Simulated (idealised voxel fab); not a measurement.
Process module under the name voxel capacitor over wiring
In the cross-section labelled cut, the width is 180 nm and each square cell is 5 nm.
Cross-section = grid of square cells, listed top down in bands; band = one or more rows.
The band entry comprises the height of the band's top followed by the height of its bottom, expressed in nm, and subsequently the band's materials from left to right, each stated together with its width in nm. Where a single material is marked with the word "everywhere", that material fills the band from edge to edge. The word "blank" represents empty space.
Convention: height 0 is the level below which the wafer, as received, is all one material. The lowest band does not terminate at the bottom but continues downward, represented as "0 -> down".
So if you see something like "30..40" for the width, read it as the top row of the band sitting at the first number and the bottom row at the second, with every row in between moving by the same amount as the last.
Key: "no change" - step with no changed cell in the cross-section.
Closed-off voids of 8+ cells (no open route to the top) go in "Sealed void listing", written width x height at distance from the left edge, in nm.
Note: text after step settings on the step line = simulator remark on that step.
What "overlay nm" on a step's line means: if the step has a mask, that mask lay this far to the right of its planned place, or, when the value is negative, to the left.

Planned step list for the process
1: RECEIVE (material Si)
2: CONFORMAL_DEP (material SiO2; thk nm 10)
3: DIRECTIONAL_DEP (material TiN; thk nm 5)
4: DIRECTIONAL_DEP (material Ru; thk nm 15)
5: PATTERN (tone cover; mask id METAL_1; material resist; width nm 25; pitch nm 85; thk nm 20; overlay nm 0)
6: DIRECTIONAL_ETCH (etch materials Ru; depth nm 15)
7: DIRECTIONAL_ETCH (etch materials TiN; depth nm 5)
8: STRIP (etch materials resist)
9: CONFORMAL_DEP (material SiCN; thk nm 5)
10: FILL_DEP (material SiO2; thk nm 10)
11: CMP (height nm 30)
12: CONFORMAL_DEP (material SiCN; thk nm 5)
13: DIRECTIONAL_DEP (material SiO2; thk nm 15)
14: DIRECTIONAL_DEP (material aC; thk nm 10)
15: PATTERN (tone open; mask id PLUG_1; material resist; width nm 15; thk nm 25; overlay nm 0)
16: DIRECTIONAL_ETCH (etch materials aC; depth nm 10)
17: STRIP (etch materials resist)
18: DIRECTIONAL_ETCH (etch materials SiO2; depth nm 15)
19: DIRECTIONAL_ETCH (etch materials SiCN; depth nm 5)
20: STRIP (etch materials aC)
21: EPI (material Ru; thk nm 10)
22: EPI (material Ru; thk nm 10)
23: DIRECTIONAL_DEP (material TiN; thk nm 10)
24: DIRECTIONAL_DEP (material SiN; thk nm 5)
25: DIRECTIONAL_DEP (material TiN; thk nm 5)
26: DIRECTIONAL_DEP (material aC; thk nm 15)
27: PATTERN (tone cover; mask id UPPER_PLATE; material resist; width nm 65; thk nm 35; overlay nm 0)
28: DIRECTIONAL_ETCH (etch materials aC; depth nm 15)
29: STRIP (etch materials resist)
30: DIRECTIONAL_ETCH (etch materials TiN; depth nm 5)
31: DIRECTIONAL_ETCH (etch materials SiN; depth nm 5)
32: STRIP (etch materials aC)
33: PATTERN (tone cover; mask id LOWER_PLATE; material resist; width nm 75; thk nm 15; overlay nm 0)
34: DIRECTIONAL_ETCH (etch materials TiN; depth nm 10)
35: STRIP (etch materials resist)
36: FILL_DEP (material SiO2; thk nm 15)
37: CMP (height nm 80)
38: MASKED_ETCH (tone open; mask id PLUG_2; width nm 15; etch materials SiO2; depth nm 10; overlay nm 0)
39: CONFORMAL_DEP (material TiN; thk nm 5)
40: FILL_DEP (material Cu; thk nm 10)
41: CMP (height nm 80)
42: CONFORMAL_DEP (material SiN; thk nm 5)

So, the first of our two wafers, run just as we planned it

The cross-section here shows the wafer as received, i.e. in its state after step 1
* 0 -> down  Si everywhere
* Sealed void listing: none

Wafer section view after processing step 2
* 10 -> 0  SiO2 everywhere
* below 0: unchanged

Wafer section view after processing step 3
* 15 -> 10  TiN everywhere
* below 10: unchanged

Wafer section view after processing step 4
* 30 -> 15  Ru everywhere
* below 15: unchanged

Wafer section view after processing step 5
* 50 -> 30  blank 35; resist 25; blank 60; resist 25; blank 35
* below 30: unchanged

Wafer section view after processing step 6
* 50 -> 30  blank 35; resist 25; blank 60; resist 25; blank 35
* 30 -> 15  blank 35; Ru 25; blank 60; Ru 25; blank 35
* below 15: unchanged

Wafer section view after processing step 7
* 50 -> 30  blank 35; resist 25; blank 60; resist 25; blank 35
* 30 -> 15  blank 35; Ru 25; blank 60; Ru 25; blank 35
* 15 -> 10  blank 35; TiN 25; blank 60; TiN 25; blank 35
* below 10: unchanged

Wafer section view after processing step 8
* 30 -> 15  blank 35; Ru 25; blank 60; Ru 25; blank 35
* below 15: unchanged

Wafer section view after processing step 9
* 35 -> 30  blank 30; SiCN 35; blank 50; SiCN 35; blank 30
* 30 -> 15  blank 30; SiCN 5; Ru 25; SiCN 5; blank 50; SiCN 5; Ru 25; SiCN 5; blank 30
* 15 -> 10  SiCN 35; TiN 25; SiCN 60; TiN 25; SiCN 35
* below 10: unchanged

Wafer section view after processing step 10
* 45 -> 35  SiO2 everywhere
* 35 -> 30  SiO2 30; SiCN 35; SiO2 50; SiCN 35; SiO2 30
* 30 -> 15  SiO2 30; SiCN 5; Ru 25; SiCN 5; SiO2 50; SiCN 5; Ru 25; SiCN 5; SiO2 30
* below 15: unchanged

Wafer section view after processing step 11
* 30 -> 15  SiO2 30; SiCN 5; Ru 25; SiCN 5; SiO2 50; SiCN 5; Ru 25; SiCN 5; SiO2 30
* below 15: unchanged

Wafer section view after processing step 12
* 35 -> 30  SiCN everywhere
* below 30: unchanged

Wafer section view after processing step 13
* 50 -> 35  SiO2 everywhere
* below 35: unchanged

Wafer section view after processing step 14
* 60 -> 50  aC everywhere
* below 50: unchanged

Wafer section view after processing step 15
* 85 -> 60  resist 45; blank 15; resist 120
* below 60: unchanged

Wafer section view after processing step 16
* 75 -> 60  resist 45; blank 15; resist 120
* 60 -> 50  aC 45; blank 15; aC 120
* below 50: unchanged

Wafer section view after processing step 17
* 60 -> 50  aC 45; blank 15; aC 120
* below 50: unchanged

Wafer section view after processing step 18
* 60 -> 50  aC 45; blank 15; aC 120
* 50 -> 35  SiO2 45; blank 15; SiO2 120
* below 35: unchanged

Wafer section view after processing step 19
* 60 -> 50  aC 45; blank 15; aC 120
* 50 -> 35  SiO2 45; blank 15; SiO2 120
* 35 -> 30  SiCN 45; blank 15; SiCN 120
* below 30: unchanged

Wafer section view after processing step 20
* 50 -> 35  SiO2 45; blank 15; SiO2 120
* below 35: unchanged

Wafer section view after processing step 21
* 50 -> 40  SiO2 45; blank 15; SiO2 120
* 40 -> 35  SiO2 45; Ru 15; SiO2 120
* 35 -> 30  SiCN 45; Ru 15; SiCN 120
* below 30: unchanged

Wafer section view after processing step 22
* 50 -> 35  SiO2 45; Ru 15; SiO2 120
* below 35: unchanged

Wafer section view after processing step 23
* 60 -> 50  TiN everywhere
* below 50: unchanged

Wafer section view after processing step 24
* 65 -> 60  SiN everywhere
* below 60: unchanged

Wafer section view after processing step 25
* 70 -> 65  TiN everywhere
* below 65: unchanged

Wafer section view after processing step 26
* 85 -> 70  aC everywhere
* below 70: unchanged

Wafer section view after processing step 27
* 120 -> 85  blank 45; resist 65; blank 70
* below 85: unchanged

Wafer section view after processing step 28
* 105 -> 85  blank 45; resist 65; blank 70
* 85 -> 70  blank 45; aC 65; blank 70
* below 70: unchanged

Wafer section view after processing step 29
* 85 -> 70  blank 45; aC 65; blank 70
* below 70: unchanged

Wafer section view after processing step 30
* 85 -> 70  blank 45; aC 65; blank 70
* 70 -> 65  blank 45; TiN 65; blank 70
* below 65: unchanged

Wafer section view after processing step 31
* 85 -> 70  blank 45; aC 65; blank 70
* 70 -> 65  blank 45; TiN 65; blank 70
* 65 -> 60  blank 45; SiN 65; blank 70
* below 60: unchanged

Wafer section view after processing step 32
* 70 -> 65  blank 45; TiN 65; blank 70
* below 65: unchanged

Wafer section view after processing step 33
* 85 -> 70  blank 40; resist 75; blank 65
* 70 -> 65  blank 40; resist 5; TiN 65; resist 5; blank 65
* 65 -> 60  blank 40; resist 5; SiN 65; resist 5; blank 65
* below 60: unchanged

Wafer section view after processing step 34
* 85 -> 70  blank 40; resist 75; blank 65
* 70 -> 65  blank 40; resist 5; TiN 65; resist 5; blank 65
* 65 -> 60  blank 40; resist 5; SiN 65; resist 5; blank 65
* 60 -> 50  blank 40; TiN 75; blank 65
* below 50: unchanged

Wafer section view after processing step 35
* 70 -> 65  blank 45; TiN 65; blank 70
* 65 -> 60  blank 45; SiN 65; blank 70
* below 60: unchanged

Wafer section view after processing step 36
* 85 -> 70  SiO2 everywhere
* 70 -> 65  SiO2 45; TiN 65; SiO2 70
* 65 -> 60  SiO2 45; SiN 65; SiO2 70
* 60 -> 50  SiO2 40; TiN 75; SiO2 65
* below 50: unchanged

Wafer section view after processing step 37
* 80 -> 70  SiO2 everywhere
* below 70: unchanged

Wafer section view after processing step 38
* 80 -> 70  SiO2 55; blank 15; SiO2 110
* below 70: unchanged

Wafer section view after processing step 39
* 85 -> 80  TiN 60; blank 5; TiN 115
* 80 -> 75  SiO2 55; TiN 5; blank 5; TiN 5; SiO2 110
* 75 -> 65  SiO2 55..45; TiN 15..65; SiO2 110..70
* below 65: unchanged

Wafer section view after processing step 40
* 95 -> 85  Cu everywhere
* 85 -> 80  TiN 60; Cu 5; TiN 115
* 80 -> 75  SiO2 55; TiN 5; Cu 5; TiN 5; SiO2 110
* below 75: unchanged

Wafer section view after processing step 41
* 80 -> 75  SiO2 55; TiN 5; Cu 5; TiN 5; SiO2 110
* below 75: unchanged

Wafer section view after processing step 42
* 85 -> 80  SiN everywhere
* below 80: unchanged

What follows concerns the second wafer, which started out like the first and was meant to follow the very same plan; one mistake crept in when it was run, but everything up to and including step 40 is the same as for the first wafer

Cross-section of the second wafer when, according to plan, step 41 should have finished
* 90 -> 85  Cu everywhere
* below 85: unchanged

Cross-section of the second wafer when, according to plan, step 42 should have finished
* 95 -> 90  SiN everywhere
* below 90: unchanged
What was the processing mistake? step 41 did not happen as planned, as run it was CMP (height nm 90)
Final wafer comparison in cells, second versus first, more or fewer per material: Cu: 37 more, TiN: 35 more
